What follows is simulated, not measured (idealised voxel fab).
The document below concerns the process module designated voxel ribs on slabs.
Pictured: cross-section cut, 285 nm wide, on a grid of 5 nm square cells.
A cross-section in this document is a grid of square cells, and it is written down as bands, the top band listed before the ones below it; a band is made up of one or more rows of cells. It is stipulated that each band's entry specify, in nanometres, the height of the top of the band and then that of its bottom, followed by the materials of the band in left-to-right sequence, each together with its width in nanometres. A single material marked by the word "everywhere" is understood to fill the band from edge to edge; the word "empty" is understood to denote empty space. All heights in this document are referenced to 0, defined as the level beneath which the wafer, as received, consists entirely of one material. The lowest band is not bounded below; it extends indefinitely downward and is written in the form "0 nm and below". A width given as "30 to 40" starts at the first number in the band's top row and ends at the second number in its bottom row, shifting by an equal amount at every step from row to row. You'll sometimes find "same as before" written for a step, and that's the way of saying that nowhere in the cross-section did a cell change during that step. "Closed cavity list": sealed empty spaces, 8 cells or more, no open way to top, listed width x height at distance, with distance from the left edge and width, height and distance in nm. On a step's line, text after the settings is the simulator commenting on that step. You can add "overlay nm" to a step's line. For a step with a mask, it describes how far the mask lay to the right of its planned position, and a negative number describes a lay to the left.

Steps in the process plan:
1) RECEIVE (material Si)
2) DIRECTIONAL_DEP (material SiO2; thk nm 25)
3) DIRECTIONAL_DEP (material SiN; thk nm 20)
4) DIRECTIONAL_DEP (material aC; thk nm 10)
5) PATTERN (tone cover; mask id RIB; material resist; width nm 25; thk nm 25; overlay nm 0)
6) DIRECTIONAL_ETCH (etch materials aC; depth nm 10)
7) STRIP (etch materials resist)
8) DIRECTIONAL_ETCH (etch materials SiN; depth nm 5)
9) STRIP (etch materials aC)
10) DIRECTIONAL_DEP (material aC; thk nm 10)
11) PATTERN (tone cover; mask id SLAB; material resist; width nm 55; thk nm 30; overlay nm 0)
12) DIRECTIONAL_ETCH (etch materials aC; depth nm 10)
13) STRIP (etch materials resist)
14) DIRECTIONAL_ETCH (etch materials SiN; depth nm 15)
15) STRIP (etch materials aC)
16) FILL_DEP (material SiO2; thk nm 15)
17) CMP (height nm 55)
18) DIRECTIONAL_DEP (material W; thk nm 5)
19) PATTERN (tone cover; mask id HEATER; material resist; width nm 35; thk nm 20; overlay nm 0)
20) DIRECTIONAL_ETCH (etch materials W; depth nm 5)
21) STRIP (etch materials resist)
22) CONFORMAL_DEP (material SiO2; thk nm 5)

The first of two wafers, run as planned:

Incoming wafer, cross-sectional view, post step 1:
> 0 nm and below | Si everywhere
> Closed cavity list: none

The wafer, seen in cross-section, after step 2:
> 25 nm to 0 nm | SiO2 everywhere
> Below 0, no change.

The wafer, seen in cross-section, after step 3:
> 45 nm to 25 nm | SiN everywhere
> Below 25, no change.

The wafer, seen in cross-section, after step 4:
> 55 nm to 45 nm | aC everywhere
> Below 45, no change.

The wafer, seen in cross-section, after step 5:
> 80 nm to 55 nm | empty 130 nm  resist 25 nm  empty 130 nm
> Below 55, no change.

The wafer, seen in cross-section, after step 6:
> 70 nm to 55 nm | empty 130 nm  resist 25 nm  empty 130 nm
> 55 nm to 45 nm | empty 130 nm  aC 25 nm  empty 130 nm
> Below 45, no change.

The wafer, seen in cross-section, after step 7:
> 55 nm to 45 nm | empty 130 nm  aC 25 nm  empty 130 nm
> Below 45, no change.

The wafer, seen in cross-section, after step 8:
> 55 nm to 45 nm | empty 130 nm  aC 25 nm  empty 130 nm
> 45 nm to 40 nm | empty 130 nm  SiN 25 nm  empty 130 nm
> Below 40, no change.

The wafer, seen in cross-section, after step 9:
> 45 nm to 40 nm | empty 130 nm  SiN 25 nm  empty 130 nm
> Below 40, no change.

The wafer, seen in cross-section, after step 10:
> 55 nm to 50 nm | empty 130 nm  aC 25 nm  empty 130 nm
> 50 nm to 45 nm | aC everywhere
> 45 nm to 40 nm | aC 130 nm  SiN 25 nm  aC 130 nm
> Below 40, no change.

The wafer, seen in cross-section, after step 11:
> 85 nm to 55 nm | empty 115 nm  resist 55 nm  empty 115 nm
> 55 nm to 50 nm | empty 115 nm  resist 15 nm  aC 25 nm  resist 15 nm  empty 115 nm
> Below 50, no change.

The wafer, seen in cross-section, after step 12:
> 75 nm to 55 nm | empty 115 nm  resist 55 nm  empty 115 nm
> 55 nm to 50 nm | empty 115 nm  resist 15 nm  aC 25 nm  resist 15 nm  empty 115 nm
> 50 nm to 45 nm | empty 115 nm  aC 55 nm  empty 115 nm
> 45 nm to 40 nm | empty 115 nm  aC 15 nm  SiN 25 nm  aC 15 nm  empty 115 nm
> Below 40, no change.

The wafer, seen in cross-section, after step 13:
> 55 nm to 45 nm | empty 130 to 115 nm  aC 25 to 55 nm  empty 130 to 115 nm
> Below 45, no change.

The wafer, seen in cross-section, after step 14:
> 55 nm to 45 nm | empty 130 to 115 nm  aC 25 to 55 nm  empty 130 to 115 nm
> 45 nm to 40 nm | empty 115 nm  aC 15 nm  SiN 25 nm  aC 15 nm  empty 115 nm
> 40 nm to 25 nm | empty 115 nm  SiN 55 nm  empty 115 nm
> Below 25, no change.

The wafer, seen in cross-section, after step 15:
> 45 nm to 40 nm | empty 130 nm  SiN 25 nm  empty 130 nm
> Below 40, no change.

The wafer, seen in cross-section, after step 16:
> 60 nm to 45 nm | SiO2 everywhere
> 45 nm to 40 nm | SiO2 130 nm  SiN 25 nm  SiO2 130 nm
> 40 nm to 25 nm | SiO2 115 nm  SiN 55 nm  SiO2 115 nm
> Below 25, no change.

The wafer, seen in cross-section, after step 17:
> 55 nm to 45 nm | SiO2 everywhere
> Below 45, no change.

The wafer, seen in cross-section, after step 18:
> 60 nm to 55 nm | W everywhere
> Below 55, no change.

The wafer, seen in cross-section, after step 19:
> 80 nm to 60 nm | empty 125 nm  resist 35 nm  empty 125 nm
> Below 60, no change.

The wafer, seen in cross-section, after step 20:
> 80 nm to 60 nm | empty 125 nm  resist 35 nm  empty 125 nm
> 60 nm to 55 nm | empty 125 nm  W 35 nm  empty 125 nm
> Below 55, no change.

The wafer, seen in cross-section, after step 21:
> 60 nm to 55 nm | empty 125 nm  W 35 nm  empty 125 nm
> Below 55, no change.

The wafer, seen in cross-section, after step 22:
> 65 nm to 60 nm | empty 120 nm  SiO2 45 nm  empty 120 nm
> 60 nm to 55 nm | SiO2 125 nm  W 35 nm  SiO2 125 nm
> Below 55, no change.

Second wafer - shared start and plan with the first - one error in running - same as the first up to step 21 inclusive:

Cross-sectional representation of the second wafer at the time designated in the plan for the completion of step 22: same as before
Which mistake was made when the wafer was run? step 22 of the plan was jumped over and never run
at the end the second wafer has, in cells: -59 SiO2
